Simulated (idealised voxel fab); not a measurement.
Process module under the name voxel gate over fins
Square cells of 5 nm make up the cross-section cut, whose width is 280 nm.
Bands, listed from the top down, are how a cross-section gets written in this document; the cross-section itself is a grid of square cells, and a band is one or more rows of them. What a band's entry tells you: where the top is and where the bottom is, as heights in nm, and after that what lies inside, material by material from left to right, each with its width in nm. Empty space is written as the word "air", and a single material marked with the word "all across" occupies the band from edge to edge. Heads up on the height convention: 0 is the point under which the incoming wafer is all one material, and the lowest band has no bottom, it just keeps going down, like "z 0 and below". A width such as "30..40" changes by the same amount from each row of cells to the next, from the band's top row to its bottom row. "no alterations made" means the step left every cell of the cross-section as it was. If an empty space has no open way to the top and is at least 8 cells in size, "Sealed void inventory" lists it, written width x height at distance, where distance is measured from the left edge and every value is in nm. Step line, after settings: the simulator's comment on this step. overlay nm: mask right of planned place by this much (step with mask). Neg. = left.

### So here's the lineup of process steps we planned
- 1: RECEIVE, material Si
- 2: CONFORMAL_DEP, material SiN, thk nm 5
- 3: PATTERN, tone cover, mask id FINS, material resist, width nm 15, pitch nm 45, thk nm 20, overlay nm 0
- 4: DIRECTIONAL_ETCH, etch materials SiN, depth nm 5
- 5: DIRECTIONAL_ETCH, etch materials Si, depth nm 35
- 6: STRIP, etch materials resist
- 7: FILL_DEP, material SiO2, thk nm 15
- 8: CMP, height nm 5
- 9: SELECTIVE_ETCH, etch materials SiO2, depth nm 20
- 10: STRIP, etch materials SiN
- 11: CONFORMAL_DEP, material HfO2, thk nm 5
- 12: CONFORMAL_DEP, material TiN, thk nm 5
- 13: CONFORMAL_DEP, material TiAl, thk nm 5
- 14: CONFORMAL_DEP, material TiN, thk nm 5
- 15: FILL_DEP, material W, thk nm 10
- 16: CMP, height nm 25
- 17: CONFORMAL_DEP, material SiN, thk nm 10

### Incoming wafer, cross-sectional view, post step 1
    z 0 and below  Si all across
    Sealed void inventory: none

### What the wafer looks like in cross-section after this module, when it starts as shown above and follows the plan above but one mistake is made in running it
    z 35 to 25  SiN all across
    z 25 to 20  W all across
    z 20 to 15  W: 90; TiN: 100; W: 90
    z 15 to 10  W: 90; TiN: 5; TiAl: 90; TiN: 5; W: 90
    z 10 to 5  W: 90; TiN: 5; TiAl: 5; TiN: 35; TiAl: 10; TiN: 35; TiAl: 5; TiN: 5; W: 90
    z 5 to 0  TiN: 95; TiAl: 5; TiN: 5; HfO2: 25; TiN: 5; TiAl: 10; TiN: 5; HfO2: 25; TiN: 5; TiAl: 5; TiN: 95
    z 0 to -5  TiAl: 100; TiN: 5; HfO2: 5; Si: 15; HfO2: 5; TiN: 5; TiAl: 10; TiN: 5; HfO2: 5; Si: 15; HfO2: 5; TiN: 5; TiAl: 100
    z -5 to -10  TiN: 105; HfO2: 5; Si: 15; HfO2: 5; TiN: 20; HfO2: 5; Si: 15; HfO2: 5; TiN: 105
    z -10 to -15  HfO2: 110; Si: 15; HfO2: 30; Si: 15; HfO2: 110
    z -15 to -70  SiO2: 110; Si: 15; SiO2: 30; Si: 15; SiO2: 110
    z -70 and below  Si all across
    Sealed void inventory: none
Where did the run depart from the plan? step 5 of the plan was twice carried out
